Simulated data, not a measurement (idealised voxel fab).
Process module under the name voxel self aligned vias
The cross-section on display is named cut; it measures 205 nm wide, and its cells are 5 nm squares.
For the purposes of this document, a cross-section shall be understood as a grid of square cells, specified as bands listed in top-to-bottom order, each band consisting of one or more rows of cells.
A band entry consists of two parts. The first gives the height of the band's top and the height of its bottom, in nm. The rest lists the band's materials from left to right, each with its width in nm. A single material labelled with the word "all across" fills the band from edge to edge, and the word "air" marks empty space.
Basically, 0 is our baseline, since under it the wafer straight out of the box is all one material. The bottom band has no lower end and keeps on going down, so it looks like "0..down".
Graded width ("30 to 40"): value in top row of band = first number; value in bottom row = second number; row-to-row change constant.
Step note "nothing got changed" = no cross-section cell changed.
Look at "closed voids" for the closed voids: empty spaces with no open path to the top, sized 8 cells or up. Each is width x height at distance, distance from the left edge, all nm.
Where a step's line continues beyond its settings, the continuation is a remark by the simulator itself on that step.
The "overlay nm" setting may appear on a step's line; for a step that uses a mask, it gives how far to the right of its planned position the mask lay, and a negative value indicates the left.
Everything after this point is organized in pairs: a cross-section before one process step, a cross-section after it that shows only as deep as the lowest changed band, and, under the pair, the intervening step with its settings. Because different runs of this module on the same starting wafer can supply different pairs, a pair continues from the pair above it only if its entry headed "Pre-process cross-section" says so.
[Pre-process cross-section]
  0..down = Si all across
  closed voids: none
[Cross-Section After Step]
  10..0 = SiO2 all across
  Under 0: no change, same as before.
  closed voids: none
Process step separating the two views above: CONFORMAL_DEP | material SiO2 | thk nm 10
Pre-process cross-section: the state before this step is the cross-section shown after the step in the pair just above.
[Cross-Section After Step]
  15..10 = SiCN all across
  Under 10: no change, same as before.
  closed voids: none
Process step separating the two views above: CONFORMAL_DEP | material SiCN | thk nm 5
Pre-process cross-section: the state before this step is the cross-section shown after the step in the pair just above.
[Cross-Section After Step]
  45..15 = lowk all across
  Under 15: no change, same as before.
  closed voids: none
Process step separating the two views above: DIRECTIONAL_DEP | material lowk | thk nm 30
Pre-process cross-section: the state before this step is the cross-section shown after the step in the pair just above.
[Cross-Section After Step]
  55..45 = aC all across
  Under 45: no change, same as before.
  closed voids: none
Process step separating the two views above: DIRECTIONAL_DEP | material aC | thk nm 10
Pre-process cross-section: the state before this step is the cross-section shown after the step in the pair just above.
[Cross-Section After Step]
  80..55 = resist 60 nm, air 25 nm, resist 35 nm, air 25 nm, resist 60 nm
  Under 55: no change, same as before.
  closed voids: none
Process step separating the two views above: PATTERN | tone open | mask id LINES | material resist | width nm 25 | pitch nm 60 | thk nm 25 | overlay nm 0
Pre-process cross-section: the state before this step is the cross-section shown after the step in the pair just above.
[Cross-Section After Step]
  70..55 = resist 60 nm, air 25 nm, resist 35 nm, air 25 nm, resist 60 nm
  55..45 = aC 60 nm, air 25 nm, aC 35 nm, air 25 nm, aC 60 nm
  Under 45: no change, same as before.
  closed voids: none
Process step separating the two views above: DIRECTIONAL_ETCH | etch materials aC | depth nm 10
Pre-process cross-section: the state before this step is the cross-section shown after the step in the pair just above.
[Cross-Section After Step]
  55..45 = aC 60 nm, air 25 nm, aC 35 nm, air 25 nm, aC 60 nm
  Under 45: no change, same as before.
  closed voids: none
Process step separating the two views above: STRIP | etch materials resist
Pre-process cross-section: the state before this step is the cross-section shown after the step in the pair just above.
[Cross-Section After Step]
  55..45 = aC 60 nm, air 25 nm, aC 35 nm, air 25 nm, aC 60 nm
  45..15 = lowk 60 nm, air 25 nm, lowk 35 nm, air 25 nm, lowk 60 nm
  Under 15: no change, same as before.
  closed voids: none
Process step separating the two views above: DIRECTIONAL_ETCH | etch materials lowk | depth nm 30
Pre-process cross-section: the state before this step is the cross-section shown after the step in the pair just above.
[Cross-Section After Step]
  45..15 = lowk 60 nm, air 25 nm, lowk 35 nm, air 25 nm, lowk 60 nm
  Under 15: no change, same as before.
  closed voids: none
Process step separating the two views above: STRIP | etch materials aC
Pre-process cross-section: the state before this step is the cross-section shown after the step in the pair just above.
[Cross-Section After Step]
  50..45 = TiN 65 nm, air 15 nm, TiN 45 nm, air 15 nm, TiN 65 nm
  45..20 = lowk 60 nm, TiN 5 nm, air 15 nm, TiN 5 nm, lowk 35 nm, TiN 5 nm, air 15 nm, TiN 5 nm, lowk 60 nm
  20..15 = lowk 60 nm, TiN 25 nm, lowk 35 nm, TiN 25 nm, lowk 60 nm
  Under 15: no change, same as before.
  closed voids: none
Process step separating the two views above: CONFORMAL_DEP | material TiN | thk nm 5
Pre-process cross-section: the state before this step is the cross-section shown after the step in the pair just above.
[Cross-Section After Step]
  55..50 = W all across
  50..45 = TiN 65 nm, W 15 nm, TiN 45 nm, W 15 nm, TiN 65 nm
  45..20 = lowk 60 nm, TiN 5 nm, W 15 nm, TiN 5 nm, lowk 35 nm, TiN 5 nm, W 15 nm, TiN 5 nm, lowk 60 nm
  Under 20: no change, same as before.
  closed voids: none
Process step separating the two views above: FILL_DEP | material W | thk nm 5
Pre-process cross-section: the state before this step is the cross-section shown after the step in the pair just above.
[Cross-Section After Step]
  45..20 = lowk 60 nm, TiN 5 nm, W 15 nm, TiN 5 nm, lowk 35 nm, TiN 5 nm, W 15 nm, TiN 5 nm, lowk 60 nm
  Under 20: no change, same as before.
  closed voids: none
Process step separating the two views above: CMP | height nm 45
Pre-process cross-section: the state before this step is the cross-section shown after the step in the pair just above.
[Cross-Section After Step]
  45..35 = lowk 60 nm, air 25 nm, lowk 35 nm, air 25 nm, lowk 60 nm
  Under 35: no change, same as before.
  closed voids: none
Process step separating the two views above: SELECTIVE_ETCH | etch materials W Ru TiN | depth nm 10
Pre-process cross-section: the state before this step is the cross-section shown after the step in the pair just above.
[Cross-Section After Step]
  55..45 = SiN all across
  45..35 = lowk 60 nm, SiN 25 nm, lowk 35 nm, SiN 25 nm, lowk 60 nm
  Under 35: no change, same as before.
  closed voids: none
Process step separating the two views above: FILL_DEP | material SiN | thk nm 10
Pre-process cross-section: the state before this step is the cross-section shown after the step in the pair just above.
[Cross-Section After Step]
  45..35 = lowk 60 nm, SiN 25 nm, lowk 35 nm, SiN 25 nm, lowk 60 nm
  Under 35: no change, same as before.
  closed voids: none
Process step separating the two views above: CMP | height nm 45
Pre-process cross-section: the state before this step is the cross-section shown after the step in the pair just above.
[Cross-Section After Step]
  60..45 = lowk all across
  Under 45: no change, same as before.
  closed voids: none
Process step separating the two views above: DIRECTIONAL_DEP | material lowk | thk nm 15
Pre-process cross-section: the state before this step is the cross-section shown after the step in the pair just above.
[Cross-Section After Step]
  75..60 = resist 50 nm, air 45 nm, resist 15 nm, air 45 nm, resist 50 nm
  Under 60: no change, same as before.
  closed voids: none
Process step separating the two views above: PATTERN | tone open | mask id VIAS | material resist | width nm 45 | pitch nm 60 | thk nm 15 | overlay nm 0
Pre-process cross-section: the state before this step is the cross-section shown after the step in the pair just above.
[Cross-Section After Step]
  75..60 = resist 50 nm, air 45 nm, resist 15 nm, air 45 nm, resist 50 nm
  60..45 = lowk 50 nm, air 45 nm, lowk 15 nm, air 45 nm, lowk 50 nm
  Under 45: no change, same as before.
  closed voids: none
Process step separating the two views above: DIRECTIONAL_ETCH | etch materials lowk | depth nm 15
Pre-process cross-section: the state before this step is the cross-section shown after the step in the pair just above.
[Cross-Section After Step]
  75..60 = resist 50 nm, air 45 nm, resist 15 nm, air 45 nm, resist 50 nm
  60..45 = lowk 50 nm, air 45 nm, lowk 15 nm, air 45 nm, lowk 50 nm
  45..35 = lowk 60 nm, air 25 nm, lowk 35 nm, air 25 nm, lowk 60 nm
  Under 35: no change, same as before.
  closed voids: none
Process step separating the two views above: DIRECTIONAL_ETCH | etch materials SiN | depth nm 10
Pre-process cross-section: the state before this step is the cross-section shown after the step in the pair just above.
[Cross-Section After Step]
  60..45 = lowk 50 nm, air 45 nm, lowk 15 nm, air 45 nm, lowk 50 nm
  Under 45: no change, same as before.
  closed voids: none
Process step separating the two views above: STRIP | etch materials resist
Pre-process cross-section: the state before this step is the cross-section shown after the step in the pair just above.
[Cross-Section After Step]
  65..60 = TiN 55 nm, air 35 nm, TiN 25 nm, air 35 nm, TiN 55 nm
  60..50 = lowk 50 nm, TiN 5 nm, air 35 nm, TiN 5 nm, lowk 15 nm, TiN 5 nm, air 35 nm, TiN 5 nm, lowk 50 nm
  50..40 = lowk 50 to 60 nm, TiN 15 to 5 nm, air 15 nm, TiN 15 to 5 nm, lowk 15 to 35 nm, TiN 15 to 5 nm, air 15 nm, TiN 15 to 5 nm, lowk 50 to 60 nm
  40..35 = lowk 60 nm, TiN 25 nm, lowk 35 nm, TiN 25 nm, lowk 60 nm
  Under 35: no change, same as before.
  closed voids: none
Process step separating the two views above: CONFORMAL_DEP | material TiN | thk nm 5
Pre-process cross-section: the state before this step is the cross-section shown after the step in the pair just above.
[Cross-Section After Step]
  75..65 = Ru all across
  65..60 = TiN 55 nm, Ru 35 nm, TiN 25 nm, Ru 35 nm, TiN 55 nm
  60..50 = lowk 50 nm, TiN 5 nm, Ru 35 nm, TiN 5 nm, lowk 15 nm, TiN 5 nm, Ru 35 nm, TiN 5 nm, lowk 50 nm
  50..40 = lowk 50 to 60 nm, TiN 15 to 5 nm, Ru 15 nm, TiN 15 to 5 nm, lowk 15 to 35 nm, TiN 15 to 5 nm, Ru 15 nm, TiN 15 to 5 nm, lowk 50 to 60 nm
  Under 40: no change, same as before.
  closed voids: none
Process step separating the two views above: FILL_DEP | material Ru | thk nm 10
Pre-process cross-section: the state before this step is the cross-section shown after the step in the pair just above.
[Cross-Section After Step]
  60..50 = lowk 50 nm, TiN 5 nm, Ru 35 nm, TiN 5 nm, lowk 15 nm, TiN 5 nm, Ru 35 nm, TiN 5 nm, lowk 50 nm
  Under 50: no change, same as before.
  closed voids: none
Process step separating the two views above: CMP | height nm 60
Pre-process cross-section: the state before this step is the cross-section shown after the step in the pair just above.
[Cross-Section After Step]
  65..60 = SiN all across
  Under 60: no change, same as before.
  closed voids: none
Process step separating the two views above: CONFORMAL_DEP | material SiN | thk nm 5
[Pre-process cross-section]
  75..65 = Ru all across
  65..60 = TiN 55 nm, Ru 35 nm, TiN 25 nm, Ru 35 nm, TiN 55 nm
  60..50 = lowk 50 nm, TiN 5 nm, Ru 35 nm, TiN 5 nm, lowk 15 nm, TiN 5 nm, Ru 35 nm, TiN 5 nm, lowk 50 nm
  50..40 = lowk 50 to 60 nm, TiN 15 to 5 nm, Ru 15 nm, TiN 15 to 5 nm, lowk 15 to 35 nm, TiN 15 to 5 nm, Ru 15 nm, TiN 15 to 5 nm, lowk 50 to 60 nm
  40..35 = lowk 60 nm, TiN 25 nm, lowk 35 nm, TiN 25 nm, lowk 60 nm
  35..20 = lowk 60 nm, TiN 5 nm, W 15 nm, TiN 5 nm, lowk 35 nm, TiN 5 nm, W 15 nm, TiN 5 nm, lowk 60 nm
  20..15 = lowk 60 nm, TiN 25 nm, lowk 35 nm, TiN 25 nm, lowk 60 nm
  15..10 = SiCN all across
  10..0 = SiO2 all across
  0..down = Si all across
  closed voids: none
[Cross-Section After Step]
  80..75 = SiN all across
  Under 75: no change, same as before.
  closed voids: none
Process step separating the two views above: CONFORMAL_DEP | material SiN | thk nm 5
[Pre-process cross-section]
  75..60 = resist 50 nm, air 45 nm, resist 15 nm, air 45 nm, resist 50 nm
  60..45 = lowk 50 nm, air 45 nm, lowk 15 nm, air 45 nm, lowk 50 nm
  45..35 = lowk 60 nm, SiN 25 nm, lowk 35 nm, SiN 25 nm, lowk 60 nm
  35..20 = lowk 60 nm, TiN 5 nm, W 15 nm, TiN 5 nm, lowk 35 nm, TiN 5 nm, W 15 nm, TiN 5 nm, lowk 60 nm
  20..15 = lowk 60 nm, TiN 25 nm, lowk 35 nm, TiN 25 nm, lowk 60 nm
  15..10 = SiCN all across
  10..0 = SiO2 all across
  0..down = Si all across
  closed voids: none
[Cross-Section After Step]
  75..60 = resist 50 nm, air 45 nm, resist 15 nm, air 45 nm, resist 50 nm
  60..45 = lowk 50 nm, air 45 nm, lowk 15 nm, air 45 nm, lowk 50 nm
  45..35 = lowk 50 nm, air 10 nm, SiN 25 nm, air 10 nm, lowk 15 nm, air 10 nm, SiN 25 nm, air 10 nm, lowk 50 nm
  35..30 = lowk 50 nm, air 10 nm, TiN 5 nm, W 15 nm, TiN 5 nm, air 10 nm, lowk 15 nm, air 10 nm, TiN 5 nm, W 15 nm, TiN 5 nm, air 10 nm, lowk 50 nm
  Under 30: no change, same as before.
  closed voids: none
Process step separating the two views above: DIRECTIONAL_ETCH | etch materials lowk | depth nm 15
Pre-process cross-section: the state before this step is the cross-section shown after the step in the pair just above.
[Cross-Section After Step]
  75..60 = resist 50 nm, air 45 nm, resist 15 nm, air 45 nm, resist 50 nm
  60..35 = lowk 50 nm, air 45 nm, lowk 15 nm, air 45 nm, lowk 50 nm
  Under 35: no change, same as before.
  closed voids: none
Process step separating the two views above: DIRECTIONAL_ETCH | etch materials SiN | depth nm 10
Pre-process cross-section: the state before this step is the cross-section shown after the step in the pair just above.
[Cross-Section After Step]
  60..35 = lowk 50 nm, air 45 nm, lowk 15 nm, air 45 nm, lowk 50 nm
  Under 35: no change, same as before.
  closed voids: none
Process step separating the two views above: STRIP | etch materials resist
Pre-process cross-section: the state before this step is the cross-section shown after the step in the pair just above.
[Cross-Section After Step]
  65..60 = TiN 55 nm, air 35 nm, TiN 25 nm, air 35 nm, TiN 55 nm
  60..40 = lowk 50 nm, TiN 5 nm, air 35 nm, TiN 5 nm, lowk 15 nm, TiN 5 nm, air 35 nm, TiN 5 nm, lowk 50 nm
  40..35 = lowk 50 nm, TiN 45 nm, lowk 15 nm, TiN 45 nm, lowk 50 nm
  35..30 = lowk 50 nm, TiN 15 nm, W 15 nm, TiN 15 nm, lowk 15 nm, TiN 15 nm, W 15 nm, TiN 15 nm, lowk 50 nm
  Under 30: no change, same as before.
  closed voids: none
Process step separating the two views above: CONFORMAL_DEP | material TiN | thk nm 5
Pre-process cross-section: the state before this step is the cross-section shown after the step in the pair just above.
[Cross-Section After Step]
  75..65 = Ru all across
  65..60 = TiN 55 nm, Ru 35 nm, TiN 25 nm, Ru 35 nm, TiN 55 nm
  60..40 = lowk 50 nm, TiN 5 nm, Ru 35 nm, TiN 5 nm, lowk 15 nm, TiN 5 nm, Ru 35 nm, TiN 5 nm, lowk 50 nm
  Under 40: no change, same as before.
  closed voids: none
Process step separating the two views above: FILL_DEP | material Ru | thk nm 10
Pre-process cross-section: the state before this step is the cross-section shown after the step in the pair just above.
[Cross-Section After Step]
  60..40 = lowk 50 nm, TiN 5 nm, Ru 35 nm, TiN 5 nm, lowk 15 nm, TiN 5 nm, Ru 35 nm, TiN 5 nm, lowk 50 nm
  Under 40: no change, same as before.
  closed voids: none
Process step separating the two views above: CMP | height nm 60
Pre-process cross-section: the state before this step is the cross-section shown after the step in the pair just above.
[Cross-Section After Step]
  65..60 = SiN all across
  Under 60: no change, same as before.
  closed voids: none
Process step separating the two views above: CONFORMAL_DEP | material SiN | thk nm 5
[Pre-process cross-section]
  0..down = Si all across
  closed voids: none
[Cross-Section After Step]
  5..0 = SiCN all across
  Under 0: no change, same as before.
  closed voids: none
Process step separating the two views above: CONFORMAL_DEP | material SiCN | thk nm 5
Pre-process cross-section: the state before this step is the cross-section shown after the step in the pair just above.
[Cross-Section After Step]
  15..5 = SiO2 all across
  Under 5: no change, same as before.
  closed voids: none
Process step separating the two views above: CONFORMAL_DEP | material SiO2 | thk nm 10
Pre-process cross-section: the state before this step is the cross-section shown after the step in the pair just above.
[Cross-Section After Step]
  45..15 = lowk all across
  Under 15: no change, same as before.
  closed voids: none
Process step separating the two views above: DIRECTIONAL_DEP | material lowk | thk nm 30
Pre-process cross-section: the state before this step is the cross-section shown after the step in the pair just above.
[Cross-Section After Step]
  55..45 = aC all across
  Under 45: no change, same as before.
  closed voids: none
Process step separating the two views above: DIRECTIONAL_DEP | material aC | thk nm 10
Pre-process cross-section: the state before this step is the cross-section shown after the step in the pair just above.
[Cross-Section After Step]
  80..55 = resist 60 nm, air 25 nm, resist 35 nm, air 25 nm, resist 60 nm
  Under 55: no change, same as before.
  closed voids: none
Process step separating the two views above: PATTERN | tone open | mask id LINES | material resist | width nm 25 | pitch nm 60 | thk nm 25 | overlay nm 0
Pre-process cross-section: the state before this step is the cross-section shown after the step in the pair just above.
[Cross-Section After Step]
  70..55 = resist 60 nm, air 25 nm, resist 35 nm, air 25 nm, resist 60 nm
  55..45 = aC 60 nm, air 25 nm, aC 35 nm, air 25 nm, aC 60 nm
  Under 45: no change, same as before.
  closed voids: none
Process step separating the two views above: DIRECTIONAL_ETCH | etch materials aC | depth nm 10
Pre-process cross-section: the state before this step is the cross-section shown after the step in the pair just above.
[Cross-Section After Step]
  55..45 = aC 60 nm, air 25 nm, aC 35 nm, air 25 nm, aC 60 nm
  Under 45: no change, same as before.
  closed voids: none
Process step separating the two views above: STRIP | etch materials resist
Pre-process cross-section: the state before this step is the cross-section shown after the step in the pair just above.
[Cross-Section After Step]
  55..45 = aC 60 nm, air 25 nm, aC 35 nm, air 25 nm, aC 60 nm
  45..15 = lowk 60 nm, air 25 nm, lowk 35 nm, air 25 nm, lowk 60 nm
  Under 15: no change, same as before.
  closed voids: none
Process step separating the two views above: DIRECTIONAL_ETCH | etch materials lowk | depth nm 30
Pre-process cross-section: the state before this step is the cross-section shown after the step in the pair just above.
[Cross-Section After Step]
  45..15 = lowk 60 nm, air 25 nm, lowk 35 nm, air 25 nm, lowk 60 nm
  Under 15: no change, same as before.
  closed voids: none
Process step separating the two views above: STRIP | etch materials aC
Pre-process cross-section: the state before this step is the cross-section shown after the step in the pair just above.
[Cross-Section After Step]
  50..45 = TiN 65 nm, air 15 nm, TiN 45 nm, air 15 nm, TiN 65 nm
  45..20 = lowk 60 nm, TiN 5 nm, air 15 nm, TiN 5 nm, lowk 35 nm, TiN 5 nm, air 15 nm, TiN 5 nm, lowk 60 nm
  20..15 = lowk 60 nm, TiN 25 nm, lowk 35 nm, TiN 25 nm, lowk 60 nm
  Under 15: no change, same as before.
  closed voids: none
Process step separating the two views above: CONFORMAL_DEP | material TiN | thk nm 5
Pre-process cross-section: the state before this step is the cross-section shown after the step in the pair just above.
[Cross-Section After Step]
  55..50 = W all across
  50..45 = TiN 65 nm, W 15 nm, TiN 45 nm, W 15 nm, TiN 65 nm
  45..20 = lowk 60 nm, TiN 5 nm, W 15 nm, TiN 5 nm, lowk 35 nm, TiN 5 nm, W 15 nm, TiN 5 nm, lowk 60 nm
  Under 20: no change, same as before.
  closed voids: none
Process step separating the two views above: FILL_DEP | material W | thk nm 5
Pre-process cross-section: the state before this step is the cross-section shown after the step in the pair just above.
[Cross-Section After Step]
  45..20 = lowk 60 nm, TiN 5 nm, W 15 nm, TiN 5 nm, lowk 35 nm, TiN 5 nm, W 15 nm, TiN 5 nm, lowk 60 nm
  Under 20: no change, same as before.
  closed voids: none
Process step separating the two views above: CMP | height nm 45
Pre-process cross-section: the state before this step is the cross-section shown after the step in the pair just above.
[Cross-Section After Step]
  45..35 = lowk 60 nm, air 25 nm, lowk 35 nm, air 25 nm, lowk 60 nm
  Under 35: no change, same as before.
  closed voids: none
Process step separating the two views above: SELECTIVE_ETCH | etch materials W Ru TiN | depth nm 10
Pre-process cross-section: the state before this step is the cross-section shown after the step in the pair just above.
[Cross-Section After Step]
  55..45 = SiN all across
  45..35 = lowk 60 nm, SiN 25 nm, lowk 35 nm, SiN 25 nm, lowk 60 nm
  Under 35: no change, same as before.
  closed voids: none
Process step separating the two views above: FILL_DEP | material SiN | thk nm 10
Pre-process cross-section: the state before this step is the cross-section shown after the step in the pair just above.
[Cross-Section After Step]
  45..35 = lowk 60 nm, SiN 25 nm, lowk 35 nm, SiN 25 nm, lowk 60 nm
  Under 35: no change, same as before.
  closed voids: none
Process step separating the two views above: CMP | height nm 45
Pre-process cross-section: the state before this step is the cross-section shown after the step in the pair just above.
[Cross-Section After Step]
  60..45 = lowk all across
  Under 45: no change, same as before.
  closed voids: none
Process step separating the two views above: DIRECTIONAL_DEP | material lowk | thk nm 15
Pre-process cross-section: the state before this step is the cross-section shown after the step in the pair just above.
[Cross-Section After Step]
  75..60 = resist 50 nm, air 45 nm, resist 15 nm, air 45 nm, resist 50 nm
  Under 60: no change, same as before.
  closed voids: none
Process step separating the two views above: PATTERN | tone open | mask id VIAS | material resist | width nm 45 | pitch nm 60 | thk nm 15 | overlay nm 0
Pre-process cross-section: the state before this step is the cross-section shown after the step in the pair just above.
[Cross-Section After Step]
  75..60 = resist 50 nm, air 45 nm, resist 15 nm, air 45 nm, resist 50 nm
  60..45 = lowk 50 nm, air 45 nm, lowk 15 nm, air 45 nm, lowk 50 nm
  Under 45: no change, same as before.
  closed voids: none
Process step separating the two views above: DIRECTIONAL_ETCH | etch materials lowk | depth nm 15
Pre-process cross-section: the state before this step is the cross-section shown after the step in the pair just above.
[Cross-Section After Step]
  75..60 = resist 50 nm, air 45 nm, resist 15 nm, air 45 nm, resist 50 nm
  60..45 = lowk 50 nm, air 45 nm, lowk 15 nm, air 45 nm, lowk 50 nm
  45..35 = lowk 60 nm, air 25 nm, lowk 35 nm, air 25 nm, lowk 60 nm
  Under 35: no change, same as before.
  closed voids: none
Process step separating the two views above: DIRECTIONAL_ETCH | etch materials SiN | depth nm 10
Pre-process cross-section: the state before this step is the cross-section shown after the step in the pair just above.
[Cross-Section After Step]
  60..45 = lowk 50 nm, air 45 nm, lowk 15 nm, air 45 nm, lowk 50 nm
  Under 45: no change, same as before.
  closed voids: none
Process step separating the two views above: STRIP | etch materials resist
Pre-process cross-section: the state before this step is the cross-section shown after the step in the pair just above.
[Cross-Section After Step]
  65..60 = TiN 55 nm, air 35 nm, TiN 25 nm, air 35 nm, TiN 55 nm
  60..50 = lowk 50 nm, TiN 5 nm, air 35 nm, TiN 5 nm, lowk 15 nm, TiN 5 nm, air 35 nm, TiN 5 nm, lowk 50 nm
  50..40 = lowk 50 to 60 nm, TiN 15 to 5 nm, air 15 nm, TiN 15 to 5 nm, lowk 15 to 35 nm, TiN 15 to 5 nm, air 15 nm, TiN 15 to 5 nm, lowk 50 to 60 nm
  40..35 = lowk 60 nm, TiN 25 nm, lowk 35 nm, TiN 25 nm, lowk 60 nm
  Under 35: no change, same as before.
  closed voids: none
Process step separating the two views above: CONFORMAL_DEP | material TiN | thk nm 5
Pre-process cross-section: the state before this step is the cross-section shown after the step in the pair just above.
[Cross-Section After Step]
  75..65 = Ru all across
  65..60 = TiN 55 nm, Ru 35 nm, TiN 25 nm, Ru 35 nm, TiN 55 nm
  60..50 = lowk 50 nm, TiN 5 nm, Ru 35 nm, TiN 5 nm, lowk 15 nm, TiN 5 nm, Ru 35 nm, TiN 5 nm, lowk 50 nm
  50..40 = lowk 50 to 60 nm, TiN 15 to 5 nm, Ru 15 nm, TiN 15 to 5 nm, lowk 15 to 35 nm, TiN 15 to 5 nm, Ru 15 nm, TiN 15 to 5 nm, lowk 50 to 60 nm
  Under 40: no change, same as before.
  closed voids: none
Process step separating the two views above: FILL_DEP | material Ru | thk nm 10
Pre-process cross-section: the state before this step is the cross-section shown after the step in the pair just above.
[Cross-Section After Step]
  60..50 = lowk 50 nm, TiN 5 nm, Ru 35 nm, TiN 5 nm, lowk 15 nm, TiN 5 nm, Ru 35 nm, TiN 5 nm, lowk 50 nm
  Under 50: no change, same as before.
  closed voids: none
Process step separating the two views above: CMP | height nm 60
Pre-process cross-section: the state before this step is the cross-section shown after the step in the pair just above.
[Cross-Section After Step]
  65..60 = SiN all across
  Under 60: no change, same as before.
  closed voids: none
Process step separating the two views above: CONFORMAL_DEP | material SiN | thk nm 5
[Pre-process cross-section]
  75..60 = resist 50 nm, air 45 nm, resist 15 nm, air 45 nm, resist 50 nm
  60..45 = lowk all across
  45..35 = lowk 60 nm, SiN 25 nm, lowk 35 nm, SiN 25 nm, lowk 60 nm
  35..20 = lowk 60 nm, TiN 5 nm, W 15 nm, TiN 5 nm, lowk 35 nm, TiN 5 nm, W 15 nm, TiN 5 nm, lowk 60 nm
  20..15 = lowk 60 nm, TiN 25 nm, lowk 35 nm, TiN 25 nm, lowk 60 nm
  15..10 = SiCN all across
  10..0 = SiO2 all across
  0..down = Si all across
  closed voids: none
[Cross-Section After Step]
  75..60 = resist 50 nm, air 45 nm, resist 15 nm, air 45 nm, resist 50 nm
  60..45 = lowk 50 nm, air 45 nm, lowk 15 nm, air 45 nm, lowk 50 nm
  45..40 = lowk 50 nm, air 10 nm, SiN 25 nm, air 10 nm, lowk 15 nm, air 10 nm, SiN 25 nm, air 10 nm, lowk 50 nm
  Under 40: no change, same as before.
  closed voids: none
Process step separating the two views above: DIRECTIONAL_ETCH | etch materials lowk | depth nm 20
Pre-process cross-section: the state before this step is the cross-section shown after the step in the pair just above.
[Cross-Section After Step]
  75..60 = resist 50 nm, air 45 nm, resist 15 nm, air 45 nm, resist 50 nm
  60..40 = lowk 50 nm, air 45 nm, lowk 15 nm, air 45 nm, lowk 50 nm
  40..35 = lowk 60 nm, air 25 nm, lowk 35 nm, air 25 nm, lowk 60 nm
  Under 35: no change, same as before.
  closed voids: none
Process step separating the two views above: DIRECTIONAL_ETCH | etch materials SiN | depth nm 10
Pre-process cross-section: the state before this step is the cross-section shown after the step in the pair just above.
[Cross-Section After Step]
  60..40 = lowk 50 nm, air 45 nm, lowk 15 nm, air 45 nm, lowk 50 nm
  Under 40: no change, same as before.
  closed voids: none
Process step separating the two views above: STRIP | etch materials resist
Pre-process cross-section: the state before this step is the cross-section shown after the step in the pair just above.
[Cross-Section After Step]
  65..60 = TiN 55 nm, air 35 nm, TiN 25 nm, air 35 nm, TiN 55 nm
  60..45 = lowk 50 nm, TiN 5 nm, air 35 nm, TiN 5 nm, lowk 15 nm, TiN 5 nm, air 35 nm, TiN 5 nm, lowk 50 nm
  45..40 = lowk 50 nm, TiN 15 nm, air 15 nm, TiN 15 nm, lowk 15 nm, TiN 15 nm, air 15 nm, TiN 15 nm, lowk 50 nm
  40..35 = lowk 60 nm, TiN 25 nm, lowk 35 nm, TiN 25 nm, lowk 60 nm
  Under 35: no change, same as before.
  closed voids: none
Process step separating the two views above: CONFORMAL_DEP | material TiN | thk nm 5
Pre-process cross-section: the state before this step is the cross-section shown after the step in the pair just above.
[Cross-Section After Step]
  75..65 = Ru all across
  65..60 = TiN 55 nm, Ru 35 nm, TiN 25 nm, Ru 35 nm, TiN 55 nm
  60..45 = lowk 50 nm, TiN 5 nm, Ru 35 nm, TiN 5 nm, lowk 15 nm, TiN 5 nm, Ru 35 nm, TiN 5 nm, lowk 50 nm
  45..40 = lowk 50 nm, TiN 15 nm, Ru 15 nm, TiN 15 nm, lowk 15 nm, TiN 15 nm, Ru 15 nm, TiN 15 nm, lowk 50 nm
  Under 40: no change, same as before.
  closed voids: none
Process step separating the two views above: FILL_DEP | material Ru | thk nm 10
Pre-process cross-section: the state before this step is the cross-section shown after the step in the pair just above.
[Cross-Section After Step]
  60..45 = lowk 50 nm, TiN 5 nm, Ru 35 nm, TiN 5 nm, lowk 15 nm, TiN 5 nm, Ru 35 nm, TiN 5 nm, lowk 50 nm
  Under 45: no change, same as before.
  closed voids: none
Process step separating the two views above: CMP | height nm 60
Pre-process cross-section: the state before this step is the cross-section shown after the step in the pair just above.
[Cross-Section After Step]
  65..60 = SiN all across
  Under 60: no change, same as before.
  closed voids: none
Process step separating the two views above: CONFORMAL_DEP | material SiN | thk nm 5
[Pre-process cross-section]
  55..45 = aC all across
  45..15 = lowk all across
  15..10 = SiCN all across
  10..0 = SiO2 all across
  0..down = Si all across
  closed voids: none
[Cross-Section After Step]
  80..55 = resist 55 nm, air 35 nm, resist 25 nm, air 35 nm, resist 55 nm
  Under 55: no change, same as before.
  closed voids: none
Process step separating the two views above: PATTERN | tone open | mask id LINES | material resist | width nm 35 | pitch nm 60 | thk nm 25 | overlay nm 0
Pre-process cross-section: the state before this step is the cross-section shown after the step in the pair just above.
[Cross-Section After Step]
  70..55 = resist 55 nm, air 35 nm, resist 25 nm, air 35 nm, resist 55 nm
  55..45 = aC 55 nm, air 35 nm, aC 25 nm, air 35 nm, aC 55 nm
  Under 45: no change, same as before.
  closed voids: none
Process step separating the two views above: DIRECTIONAL_ETCH | etch materials aC | depth nm 10
Pre-process cross-section: the state before this step is the cross-section shown after the step in the pair just above.
[Cross-Section After Step]
  55..45 = aC 55 nm, air 35 nm, aC 25 nm, air 35 nm, aC 55 nm
  Under 45: no change, same as before.
  closed voids: none
Process step separating the two views above: STRIP | etch materials resist
Pre-process cross-section: the state before this step is the cross-section shown after the step in the pair just above.
[Cross-Section After Step]
  55..45 = aC 55 nm, air 35 nm, aC 25 nm, air 35 nm, aC 55 nm
  45..15 = lowk 55 nm, air 35 nm, lowk 25 nm, air 35 nm, lowk 55 nm
  Under 15: no change, same as before.
  closed voids: none
Process step separating the two views above: DIRECTIONAL_ETCH | etch materials lowk | depth nm 30
Pre-process cross-section: the state before this step is the cross-section shown after the step in the pair just above.
[Cross-Section After Step]
  45..15 = lowk 55 nm, air 35 nm, lowk 25 nm, air 35 nm, lowk 55 nm
  Under 15: no change, same as before.
  closed voids: none
Process step separating the two views above: STRIP | etch materials aC
Pre-process cross-section: the state before this step is the cross-section shown after the step in the pair just above.
[Cross-Section After Step]
  50..45 = TiN 60 nm, air 25 nm, TiN 35 nm, air 25 nm, TiN 60 nm
  45..20 = lowk 55 nm, TiN 5 nm, air 25 nm, TiN 5 nm, lowk 25 nm, TiN 5 nm, air 25 nm, TiN 5 nm, lowk 55 nm
  20..15 = lowk 55 nm, TiN 35 nm, lowk 25 nm, TiN 35 nm, lowk 55 nm
  Under 15: no change, same as before.
  closed voids: none
Process step separating the two views above: CONFORMAL_DEP | material TiN | thk nm 5
Pre-process cross-section: the state before this step is the cross-section shown after the step in the pair just above.
[Cross-Section After Step]
  55..50 = W all across
  50..45 = TiN 60 nm, W 25 nm, TiN 35 nm, W 25 nm, TiN 60 nm
  45..20 = lowk 55 nm, TiN 5 nm, W 25 nm, TiN 5 nm, lowk 25 nm, TiN 5 nm, W 25 nm, TiN 5 nm, lowk 55 nm
  Under 20: no change, same as before.
  closed voids: none
Process step separating the two views above: FILL_DEP | material W | thk nm 5
